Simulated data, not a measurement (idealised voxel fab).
The name of this process module is voxel self aligned contacts.
For reference, the cross-section in this document is cut, with width 250 nm and square cells of 5 nm.
Square cells in a grid make up a cross-section in this document, and the grid is given as bands, listed from the top down, each one or more rows of cells.
A band entry consists of two parts. The first gives the height of the band's top and the height of its bottom, in nm. The rest lists the band's materials from left to right, each with its width in nm. A single material labelled with the word "everywhere" fills the band from edge to edge, and the word "air" marks empty space.
Heights are reckoned from 0. Under this level, the received wafer is all of one material. The bottommost band is open-ended downward, for example "0..down".
The notation "30..40" denotes a width that varies across the rows of cells in the band, beginning at the first number in the top row, finishing at the second number in the bottom row, and changing by an identical amount from each row to the next.
Take "nothing got changed" at face value: in the step it is given for, the cross-section changed in none of its cells.
In "Closed empty spaces" the enclosed voids are listed, meaning empty spaces of 8 cells or larger without any opening to the top. The form is width x height at distance, distance from the left edge, units nm.
Where a step's line continues beyond its settings, the continuation is a remark by the simulator itself on that step.
A step's line can hold "overlay nm"; with a mask on that step, the setting says how far right of the planned place the mask lay, while a negative setting says it lay to the left.

-- These are the steps we planned for the process
1 RECEIVE (material Si)
2 CONFORMAL_DEP (material SiO2; thk nm 5)
3 DIRECTIONAL_DEP (material polySi; thk nm 20)
4 DIRECTIONAL_DEP (material SiN; thk nm 20)
5 DIRECTIONAL_DEP (material aC; thk nm 15)
6 PATTERN (tone cover; mask id GATE; material resist; width nm 35; pitch nm 70; thk nm 35; overlay nm 0)
7 DIRECTIONAL_ETCH (etch materials aC; depth nm 15)
8 STRIP (etch materials resist)
9 DIRECTIONAL_ETCH (etch materials SiN; depth nm 20)
10 DIRECTIONAL_ETCH (etch materials polySi; depth nm 20)
11 STRIP (etch materials aC)
12 CONFORMAL_DEP (material SiN; thk nm 5)
13 DIRECTIONAL_ETCH (etch materials SiN; depth nm 5)
14 FILL_DEP (material SiO2; thk nm 10)
15 CMP (height nm 50)
16 DIRECTIONAL_DEP (material aC; thk nm 15)
17 PATTERN (tone open; mask id CONTACT; material resist; width nm 55; thk nm 30; overlay nm 0)
18 DIRECTIONAL_ETCH (etch materials aC; depth nm 15)
19 STRIP (etch materials resist)
20 DIRECTIONAL_ETCH (etch materials SiO2; depth nm 50)
21 STRIP (etch materials aC)
22 CONFORMAL_DEP (material TiN; thk nm 5)
23 FILL_DEP (material W; thk nm 10)
24 CMP (height nm 50)
25 CONFORMAL_DEP (material SiCN; thk nm 5)

-- First of two wafers, with the run carried out as planned

-- as received, after step 1
> 0..down = Si everywhere
> Closed empty spaces: none

-- Cross-sectional representation of the wafer at the conclusion of step 2
> 5..0 = SiO2 everywhere
> Note: structure below 0 unchanged.

-- Cross-sectional representation of the wafer at the conclusion of step 3
> 25..5 = polySi everywhere
> Note: structure below 5 unchanged.

-- Cross-sectional representation of the wafer at the conclusion of step 4
> 45..25 = SiN everywhere
> Note: structure below 25 unchanged.

-- Cross-sectional representation of the wafer at the conclusion of step 5
> 60..45 = aC everywhere
> Note: structure below 45 unchanged.

-- Cross-sectional representation of the wafer at the conclusion of step 6
> 95..60 = air 70; resist 35; air 35; resist 35; air 75
> Note: structure below 60 unchanged.

-- Cross-sectional representation of the wafer at the conclusion of step 7
> 80..60 = air 70; resist 35; air 35; resist 35; air 75
> 60..45 = air 70; aC 35; air 35; aC 35; air 75
> Note: structure below 45 unchanged.

-- Cross-sectional representation of the wafer at the conclusion of step 8
> 60..45 = air 70; aC 35; air 35; aC 35; air 75
> Note: structure below 45 unchanged.

-- Cross-sectional representation of the wafer at the conclusion of step 9
> 60..45 = air 70; aC 35; air 35; aC 35; air 75
> 45..25 = air 70; SiN 35; air 35; SiN 35; air 75
> Note: structure below 25 unchanged.

-- Cross-sectional representation of the wafer at the conclusion of step 10
> 60..45 = air 70; aC 35; air 35; aC 35; air 75
> 45..25 = air 70; SiN 35; air 35; SiN 35; air 75
> 25..5 = air 70; polySi 35; air 35; polySi 35; air 75
> Note: structure below 5 unchanged.

-- Cross-sectional representation of the wafer at the conclusion of step 11
> 45..25 = air 70; SiN 35; air 35; SiN 35; air 75
> Note: structure below 25 unchanged.

-- Cross-sectional representation of the wafer at the conclusion of step 12
> 50..25 = air 65; SiN 45; air 25; SiN 45; air 70
> 25..10 = air 65; SiN 5; polySi 35; SiN 5; air 25; SiN 5; polySi 35; SiN 5; air 70
> 10..5 = SiN 70; polySi 35; SiN 35; polySi 35; SiN 75
> Note: structure below 5 unchanged.

-- Cross-sectional representation of the wafer at the conclusion of step 13
> 45..25 = air 65; SiN 45; air 25; SiN 45; air 70
> 25..5 = air 65; SiN 5; polySi 35; SiN 5; air 25; SiN 5; polySi 35; SiN 5; air 70
> Note: structure below 5 unchanged.

-- Cross-sectional representation of the wafer at the conclusion of step 14
> 55..45 = SiO2 everywhere
> 45..25 = SiO2 65; SiN 45; SiO2 25; SiN 45; SiO2 70
> 25..5 = SiO2 65; SiN 5; polySi 35; SiN 5; SiO2 25; SiN 5; polySi 35; SiN 5; SiO2 70
> Note: structure below 5 unchanged.

-- Cross-sectional representation of the wafer at the conclusion of step 15
> 50..45 = SiO2 everywhere
> Note: structure below 45 unchanged.

-- Cross-sectional representation of the wafer at the conclusion of step 16
> 65..50 = aC everywhere
> Note: structure below 50 unchanged.

-- Cross-sectional representation of the wafer at the conclusion of step 17
> 95..65 = resist 95; air 55; resist 100
> Note: structure below 65 unchanged.

-- Cross-sectional representation of the wafer at the conclusion of step 18
> 80..65 = resist 95; air 55; resist 100
> 65..50 = aC 95; air 55; aC 100
> Note: structure below 50 unchanged.

-- Cross-sectional representation of the wafer at the conclusion of step 19
> 65..50 = aC 95; air 55; aC 100
> Note: structure below 50 unchanged.

-- Cross-sectional representation of the wafer at the conclusion of step 20
> 65..50 = aC 95; air 55; aC 100
> 50..45 = SiO2 95; air 55; SiO2 100
> 45..25 = SiO2 65; SiN 45; air 25; SiN 45; SiO2 70
> 25..5 = SiO2 65; SiN 5; polySi 35; SiN 5; air 25; SiN 5; polySi 35; SiN 5; SiO2 70
> 5..0 = SiO2 110; air 25; SiO2 115
> Note: structure below 0 unchanged.

-- Cross-sectional representation of the wafer at the conclusion of step 21
> 50..45 = SiO2 95; air 55; SiO2 100
> Note: structure below 45 unchanged.

-- Cross-sectional representation of the wafer at the conclusion of step 22
> 55..50 = TiN 100; air 45; TiN 105
> 50..45 = SiO2 95; TiN 20; air 15; TiN 20; SiO2 100
> 45..25 = SiO2 65; SiN 45; TiN 5; air 15; TiN 5; SiN 45; SiO2 70
> 25..5 = SiO2 65; SiN 5; polySi 35; SiN 5; TiN 5; air 15; TiN 5; SiN 5; polySi 35; SiN 5; SiO2 70
> 5..0 = SiO2 110; TiN 25; SiO2 115
> Note: structure below 0 unchanged.

-- Cross-sectional representation of the wafer at the conclusion of step 23
> 65..55 = W everywhere
> 55..50 = TiN 100; W 45; TiN 105
> 50..45 = SiO2 95; TiN 20; W 15; TiN 20; SiO2 100
> 45..25 = SiO2 65; SiN 45; TiN 5; W 15; TiN 5; SiN 45; SiO2 70
> 25..5 = SiO2 65; SiN 5; polySi 35; SiN 5; TiN 5; W 15; TiN 5; SiN 5; polySi 35; SiN 5; SiO2 70
> Note: structure below 5 unchanged.

-- Cross-sectional representation of the wafer at the conclusion of step 24
> 50..45 = SiO2 95; TiN 20; W 15; TiN 20; SiO2 100
> Note: structure below 45 unchanged.

-- Cross-sectional representation of the wafer at the conclusion of step 25
> 55..50 = SiCN everywhere
> Note: structure below 50 unchanged.

-- Notes, second wafer: start = first wafer's, plan = first wafer's, execution had one mistake; history identical to first through step 5

-- Second wafer, cut view, end of step 6 per plan
> 95..60 = resist 70; air 35; resist 35; air 35; resist 75
> Note: structure below 60 unchanged.

-- Second wafer, cut view, end of step 7 per plan
> 80..60 = resist 70; air 35; resist 35; air 35; resist 75
> 60..45 = aC 70; air 35; aC 35; air 35; aC 75
> Note: structure below 45 unchanged.

-- Second wafer, cut view, end of step 8 per plan
> 60..45 = aC 70; air 35; aC 35; air 35; aC 75
> Note: structure below 45 unchanged.

-- Second wafer, cut view, end of step 9 per plan
> 60..45 = aC 70; air 35; aC 35; air 35; aC 75
> 45..25 = SiN 70; air 35; SiN 35; air 35; SiN 75
> Note: structure below 25 unchanged.

-- Second wafer, cut view, end of step 10 per plan
> 60..45 = aC 70; air 35; aC 35; air 35; aC 75
> 45..25 = SiN 70; air 35; SiN 35; air 35; SiN 75
> 25..5 = polySi 70; air 35; polySi 35; air 35; polySi 75
> Note: structure below 5 unchanged.

-- Second wafer, cut view, end of step 11 per plan
> 45..25 = SiN 70; air 35; SiN 35; air 35; SiN 75
> Note: structure below 25 unchanged.

-- Second wafer, cut view, end of step 12 per plan
> 50..25 = SiN 75; air 25; SiN 45; air 25; SiN 80
> 25..10 = polySi 70; SiN 5; air 25; SiN 5; polySi 35; SiN 5; air 25; SiN 5; polySi 75
> 10..5 = polySi 70; SiN 35; polySi 35; SiN 35; polySi 75
> Note: structure below 5 unchanged.

-- Second wafer, cut view, end of step 13 per plan
> 45..25 = SiN 75; air 25; SiN 45; air 25; SiN 80
> 25..5 = polySi 70; SiN 5; air 25; SiN 5; polySi 35; SiN 5; air 25; SiN 5; polySi 75
> Note: structure below 5 unchanged.

-- Second wafer, cut view, end of step 14 per plan
> 55..45 = SiO2 everywhere
> 45..25 = SiN 75; SiO2 25; SiN 45; SiO2 25; SiN 80
> 25..5 = polySi 70; SiN 5; SiO2 25; SiN 5; polySi 35; SiN 5; SiO2 25; SiN 5; polySi 75
> Note: structure below 5 unchanged.

-- Second wafer, cut view, end of step 15 per plan
> 50..45 = SiO2 everywhere
> Note: structure below 45 unchanged.

-- Second wafer, cut view, end of step 16 per plan
> 65..50 = aC everywhere
> Note: structure below 50 unchanged.

-- Second wafer, cut view, end of step 17 per plan
> 95..65 = resist 95; air 55; resist 100
> Note: structure below 65 unchanged.

-- Second wafer, cut view, end of step 18 per plan
> 80..65 = resist 95; air 55; resist 100
> 65..50 = aC 95; air 55; aC 100
> Note: structure below 50 unchanged.

-- Second wafer, cut view, end of step 19 per plan
> 65..50 = aC 95; air 55; aC 100
> Note: structure below 50 unchanged.

-- Second wafer, cut view, end of step 20 per plan
> 65..50 = aC 95; air 55; aC 100
> 50..45 = SiO2 95; air 55; SiO2 100
> 45..25 = SiN 75; SiO2 20; air 5; SiN 45; air 5; SiO2 20; SiN 80
> 25..5 = polySi 70; SiN 5; SiO2 20; air 5; SiN 5; polySi 35; SiN 5; air 5; SiO2 20; SiN 5; polySi 75
> 5..0 = SiO2 95; air 5; SiO2 45; air 5; SiO2 100
> Note: structure below 0 unchanged.

-- Second wafer, cut view, end of step 21 per plan
> 50..45 = SiO2 95; air 55; SiO2 100
> Note: structure below 45 unchanged.

-- Second wafer, cut view, end of step 22 per plan
> 55..50 = TiN 100; air 45; TiN 105
> 50..45 = SiO2 95; TiN 55; SiO2 100
> 45..25 = SiN 75; SiO2 20; TiN 5; SiN 45; TiN 5; SiO2 20; SiN 80
> 25..5 = polySi 70; SiN 5; SiO2 20; TiN 5; SiN 5; polySi 35; SiN 5; TiN 5; SiO2 20; SiN 5; polySi 75
> 5..0 = SiO2 95; TiN 5; SiO2 45; TiN 5; SiO2 100
> Note: structure below 0 unchanged.

-- Second wafer, cut view, end of step 23 per plan
> 65..55 = W everywhere
> 55..50 = TiN 100; W 45; TiN 105
> Note: structure below 50 unchanged.

-- Second wafer, cut view, end of step 24 per plan
> 50..45 = SiO2 95; TiN 55; SiO2 100
> Note: structure below 45 unchanged.

-- Second wafer, cut view, end of step 25 per plan
> 55..50 = SiCN everywhere
> Note: structure below 50 unchanged.
what went wrong: step 6: run off-plan, actual operation and settings PATTERN (tone open; mask id GATE; material resist; width nm 35; pitch nm 70; thk nm 35; overlay nm 0)
The closing comparison, in cells, has the second wafer with more or fewer of some materials than the first: SiN: 88 more, SiO2: 149 fewer, W: 27 fewer, polySi: 88 more
